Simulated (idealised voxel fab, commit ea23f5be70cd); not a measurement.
Title: Process Module voxel local oxidation
FYI the section here is cut, 250 nm wide, cells are 5 nm squares.
A cross-section in this document is a grid of square cells, and it is written down as bands, the top band listed before the ones below it; a band is made up of one or more rows of cells. Top, bottom (nm), then materials left to right with widths (nm); lone material tagged "everywhere" fills the whole band edge to edge; "air" = empty space. Heads up on the height convention: 0 is the point under which the incoming wafer is all one material, and the lowest band has no bottom, it just keeps going down, like "0 -> down". Width "30..40": first value at the band's top row of cells, second value at its bottom row, equal change from row to row. Where the words "everything unchanged" appear for a step, the cross-section shows no cell changed by that step; every cell remained as before. "Trapped void list": empty spaces of 8 cells or more with no open way to the top, each given as width x height at distance, distance from the left edge, all in nm. Anything after a step's settings on that line? It's the simulator's own note about the step. overlay nm, on a step with a mask: how far to the right of its planned place the mask lay; to the left if negative.

## The steps planned for the process are as follows
1: RECEIVE (material Si)
2: OXIDIZE (depth nm 5)
3: CONFORMAL_DEP (material SiN; thk nm 10)
4: DIRECTIONAL_DEP (material aC; thk nm 10)
5: PATTERN (tone cover; mask id ACTIVE; material resist; width nm 90; thk nm 25; overlay nm 0)
6: DIRECTIONAL_ETCH (etch materials aC; depth nm 10)
7: STRIP (etch materials resist)
8: DIRECTIONAL_ETCH (etch materials SiN; depth nm 10)
9: STRIP (etch materials aC)
10: SELECTIVE_ETCH (etch materials SiO2; depth nm 5)
11: OXIDIZE (depth nm 10)
12: STRIP (etch materials SiN)

## Wafer, first of two, run as planned

## Cross-section of the wafer upon arrival, representing the state reached after step 1
- 0 -> down | Si everywhere
- Trapped void list: none

## Cross-section of the wafer subsequent to step 2
- 0 -> -5 | SiO2 everywhere
- Everything under -5 stays put, no change at all.

## Cross-section of the wafer subsequent to step 3
- 10 -> 0 | SiN everywhere
- Everything under 0 stays put, no change at all.

## Cross-section of the wafer subsequent to step 4
- 20 -> 10 | aC everywhere
- Everything under 10 stays put, no change at all.

## Cross-section of the wafer subsequent to step 5
- 45 -> 20 | air 80 nm / resist 90 nm / air 80 nm
- Everything under 20 stays put, no change at all.

## Cross-section of the wafer subsequent to step 6
- 35 -> 20 | air 80 nm / resist 90 nm / air 80 nm
- 20 -> 10 | air 80 nm / aC 90 nm / air 80 nm
- Everything under 10 stays put, no change at all.

## Cross-section of the wafer subsequent to step 7
- 20 -> 10 | air 80 nm / aC 90 nm / air 80 nm
- Everything under 10 stays put, no change at all.

## Cross-section of the wafer subsequent to step 8
- 20 -> 10 | air 80 nm / aC 90 nm / air 80 nm
- 10 -> 0 | air 80 nm / SiN 90 nm / air 80 nm
- Everything under 0 stays put, no change at all.

## Cross-section of the wafer subsequent to step 9
- 10 -> 0 | air 80 nm / SiN 90 nm / air 80 nm
- Everything under 0 stays put, no change at all.

## Cross-section of the wafer subsequent to step 10
- 10 -> 0 | air 80 nm / SiN 90 nm / air 80 nm
- 0 -> -5 | air 85 nm / SiO2 80 nm / air 85 nm
- Everything under -5 stays put, no change at all.

## Cross-section of the wafer subsequent to step 11
- 10 -> 0 | air 80 nm / SiN 90 nm / air 80 nm
- 0 -> -5 | air 85 nm / SiO2 80 nm / air 85 nm
- -5 -> -15 | SiO2 95 nm / Si 60 nm / SiO2 95 nm
- Everything under -15 stays put, no change at all.

## Cross-section of the wafer subsequent to step 12
- 0 -> -5 | air 85 nm / SiO2 80 nm / air 85 nm
- Everything under -5 stays put, no change at all.

## The Second Wafer: Common Origin and Plan, One Mistake in Execution, Identical to the First Through Step 6

## Cross-sectional representation of the second wafer at the time designated in the plan for the completion of step 7
- 35 -> 20 | air 80 nm / resist 90 nm / air 80 nm
- 20 -> 10 | air 80 nm / aC 90 nm / air 80 nm
- 10 -> 0 | air 80 nm / SiN 90 nm / air 80 nm
- Everything under 0 stays put, no change at all.

## Cross-sectional representation of the second wafer at the time designated in the plan for the completion of step 8
- 20 -> 10 | air 80 nm / aC 90 nm / air 80 nm
- Everything under 10 stays put, no change at all.

## Cross-sectional representation of the second wafer at the time designated in the plan for the completion of step 9
- 10 -> 0 | air 80 nm / SiN 90 nm / air 80 nm
- Everything under 0 stays put, no change at all.

## Cross-sectional representation of the second wafer at the time designated in the plan for the completion of step 10
- 10 -> 0 | air 80 nm / SiN 90 nm / air 80 nm
- 0 -> -5 | air 85 nm / SiO2 80 nm / air 85 nm
- Everything under -5 stays put, no change at all.

## Cross-sectional representation of the second wafer at the time designated in the plan for the completion of step 11
- 10 -> 0 | air 80 nm / SiN 90 nm / air 80 nm
- 0 -> -5 | air 85 nm / SiO2 80 nm / air 85 nm
- -5 -> -15 | SiO2 95 nm / Si 60 nm / SiO2 95 nm
- Everything under -15 stays put, no change at all.

## Cross-sectional representation of the second wafer at the time designated in the plan for the completion of step 12
- 0 -> -5 | air 85 nm / SiO2 80 nm / air 85 nm
- Everything under -5 stays put, no change at all.
Processing error: the executed order of steps 7 and 8 is the reverse of that specified in the plan, each step having taken the other's position
At process end the two wafers are indistinguishable in cross-section, so the error does not change what this model computes.
